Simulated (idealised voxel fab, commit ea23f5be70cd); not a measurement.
voxel gate over fins: a process module
Xsec cut, 285 nm wide, square cell size 5 nm.
When this document writes out a cross-section, it uses a grid of square cells and lists it as bands, beginning at the top and moving down, with a band standing for one or more rows of cells.
Top, bottom (nm), then materials left to right with widths (nm); lone material tagged "edge to edge" fills the whole band edge to edge; "blank" = empty space.
The level at which height equals 0 is the one under which the wafer, as it arrives, is entirely one material. No lower edge exists for the bottom band, which continues downward and is notated as in "0 and below".
Per-row width for "30..40": begins at first number (top row of band), ends at second number (bottom row), increment between rows held constant.
"remained unchanged" after a step means that no cell of the cross-section changed.
Entry "Sealed void inventory". Content: empty spaces with no open connection to the top, size 8 cells or greater. Each: width x height at distance. Distance: from left edge. Unit: nm.
Anything after a step's settings on that line? It's the simulator's own note about the step.
For masked steps, "overlay nm" on the step line gives how far right of plan the mask actually lay; a minus sign means it lay to the left.

Steps in the process plan:
1: RECEIVE with material Si
2: CONFORMAL_DEP with material SiN, thk nm 10
3: MASKED_ETCH with tone cover, mask id FINS, width nm 15, pitch nm 40, etch materials SiN, depth nm 10, overlay nm 0
4: MASKED_ETCH with tone cover, mask id FINS, width nm 15, pitch nm 40, etch materials Si, depth nm 40, overlay nm 0
5: OXIDIZE with depth nm 5
6: FILL_DEP with material SiO2, thk nm 10
7: CMP with height nm 10
8: SELECTIVE_ETCH with etch materials SiO2, depth nm 25
9: STRIP with etch materials SiN
10: CONFORMAL_DEP with material HfO2, thk nm 5
11: CONFORMAL_DEP with material TiN, thk nm 5
12: FILL_DEP with material W, thk nm 15
13: CMP with height nm 20
14: CONFORMAL_DEP with material SiN, thk nm 5

Cross-section, incoming material, after step 1:
	0 and below  Si edge to edge
	Sealed void inventory: none

The first of two wafers, cross-sectioned at the end of the module, with the run proceeding as planned:
	25 down to 20  SiN edge to edge
	20 down to 10  W edge to edge
	10 down to 5  W 70 nm | TiN 25 nm | W 15 nm | TiN 25 nm | W 15 nm | TiN 25 nm | W 15 nm | TiN 25 nm | W 70 nm
	5 down to 0  W 70 nm | TiN 5 nm | HfO2 15 nm | TiN 5 nm | W 15 nm | TiN 5 nm | HfO2 15 nm | TiN 5 nm | W 15 nm | TiN 5 nm | HfO2 15 nm | TiN 5 nm | W 15 nm | TiN 5 nm | HfO2 15 nm | TiN 5 nm | W 70 nm
	0 down to -5  W 70 nm | TiN 5 nm | HfO2 5 nm | Si 5 nm | HfO2 5 nm | TiN 5 nm | W 15 nm | TiN 5 nm | HfO2 5 nm | Si 5 nm | HfO2 5 nm | TiN 5 nm | W 15 nm | TiN 5 nm | HfO2 5 nm | Si 5 nm | HfO2 5 nm | TiN 5 nm | W 15 nm | TiN 5 nm | HfO2 5 nm | Si 5 nm | HfO2 5 nm | TiN 5 nm | W 70 nm
	-5 down to -10  TiN 75 nm | HfO2 5 nm | Si 5 nm | HfO2 5 nm | TiN 25 nm | HfO2 5 nm | Si 5 nm | HfO2 5 nm | TiN 25 nm | HfO2 5 nm | Si 5 nm | HfO2 5 nm | TiN 25 nm | HfO2 5 nm | Si 5 nm | HfO2 5 nm | TiN 75 nm
	-10 down to -15  HfO2 80 nm | Si 5 nm | HfO2 35 nm | Si 5 nm | HfO2 35 nm | Si 5 nm | HfO2 35 nm | Si 5 nm | HfO2 80 nm
	-15 down to -45  SiO2 80 nm | Si 5 nm | SiO2 35 nm | Si 5 nm | SiO2 35 nm | Si 5 nm | SiO2 35 nm | Si 5 nm | SiO2 80 nm
	-45 and below  Si edge to edge
	Sealed void inventory: none

Wafer two, sectioned after the module: the first wafer's start, the first wafer's plan, and one mistake in how it was run:
	25 down to 20  SiN edge to edge
	20 down to 10  W edge to edge
	10 down to 5  TiN 80 nm | W 5 nm | TiN 35 nm | W 5 nm | TiN 35 nm | W 5 nm | TiN 35 nm | W 5 nm | TiN 80 nm
	5 down to 0  HfO2 75 nm | TiN 15 nm | HfO2 25 nm | TiN 15 nm | HfO2 25 nm | TiN 15 nm | HfO2 25 nm | TiN 15 nm | HfO2 75 nm
	0 down to -5  Si 70 nm | HfO2 25 nm | Si 15 nm | HfO2 25 nm | Si 15 nm | HfO2 25 nm | Si 15 nm | HfO2 25 nm | Si 70 nm
	-5 and below  Si edge to edge
	Sealed void inventory: none
The plan and the run diverged here: step 3 off recipe, ran as MASKED_ETCH with tone open, mask id FINS, width nm 15, pitch nm 40, etch materials SiN, depth nm 10, overlay nm 0
The second wafer ends with more or fewer cells of some materials than the first, per final count: HfO2: 16 fewer; Si: 457 more; SiO2: 318 fewer; TiN: 16 fewer; W: 107 fewer
